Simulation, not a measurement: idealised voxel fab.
process module | voxel self aligned vias
cross-section cut | 260 nm wide | cells 5 nm
A cross-section is a grid of square cells, given in bands from the top down. A band is one or more rows of cells.
Each band's line starts with the height of the band's top and of its bottom, in nm. Then come its materials from left to right, each with its width in nm. One material with "throughout" fills the band from edge to edge. "air" is empty space.
Height 0 is the level under which the wafer as received is all one material. The lowest band goes on downwards, as in "0 down".
A width such as "30 to 40" changes by the same amount from each row of cells to the next, from the band's top row to its bottom row.
"no change" after a step means that no cell of the cross-section changed.
closed voids: empty space of 8 cells or more with no open way to the top, each as width x height at its distance from the left edge, in nm
after a step's settings: what the simulator itself notes on the step
overlay nm, on a step with a mask: how far to the right of its planned place the mask lay; to the left if negative
plan
1 op RECEIVE | material Si
2 op CONFORMAL_DEP | material SiO2 | thk nm 10
3 op CONFORMAL_DEP | material SiCN | thk nm 5
4 op DIRECTIONAL_DEP | material lowk | thk nm 30
5 op MASKED_ETCH | tone open | mask id LINES | width nm 25 | pitch nm 60 | etch materials lowk | depth nm 30 | overlay nm 0
6 op CONFORMAL_DEP | material TiN | thk nm 5
7 op FILL_DEP | material Ru | thk nm 10
8 op CMP | height nm 45
9 op SELECTIVE_ETCH | etch materials W Ru TiN | depth nm 5
10 op FILL_DEP | material SiN | thk nm 5
11 op CMP | height nm 45
12 op DIRECTIONAL_DEP | material lowk | thk nm 15
13 op PATTERN | tone open | mask id VIAS | material resist | width nm 35 | pitch nm 60 | thk nm 15 | overlay nm 0
14 op DIRECTIONAL_ETCH | etch materials lowk | depth nm 15
15 op DIRECTIONAL_ETCH | etch materials SiN | depth nm 5
16 op STRIP | etch materials resist
17 op CONFORMAL_DEP | material TiN | thk nm 5
18 op FILL_DEP | material Cu | thk nm 10
19 op CMP | height nm 60
20 op CONFORMAL_DEP | material SiCN | thk nm 5
as received, after step 1
  0 down: Si throughout
  closed voids: none
a wafer at the end: this start, this plan, one mistake
  65 to 60: SiCN throughout
  60 to 45: lowk 50 | TiN 5 | Cu 25 | TiN 5 | lowk 25 | TiN 5 | Cu 25 | TiN 5 | lowk 25 | TiN 5 | Cu 25 | TiN 5 | lowk 55
  45 to 40: lowk 50 | TiN 35 | lowk 25 | TiN 35 | lowk 25 | TiN 35 | lowk 55
  40 to 30: lowk 50 | TiN 10 | Ru 15 | TiN 10 | lowk 25 | TiN 10 | Ru 15 | TiN 10 | lowk 25 | TiN 10 | Ru 15 | TiN 10 | lowk 55
  30 to 20: lowk 55 | TiN 5 | Ru 15 | TiN 5 | lowk 35 | TiN 5 | Ru 15 | TiN 5 | lowk 35 | TiN 5 | Ru 15 | TiN 5 | lowk 60
  20 to 15: lowk 55 | TiN 25 | lowk 35 | TiN 25 | lowk 35 | TiN 25 | lowk 60
  15 to 10: SiCN throughout
  10 to 0: SiO2 throughout
  0 down: Si throughout
  closed voids: none
what went wrong: step 14 was run twice
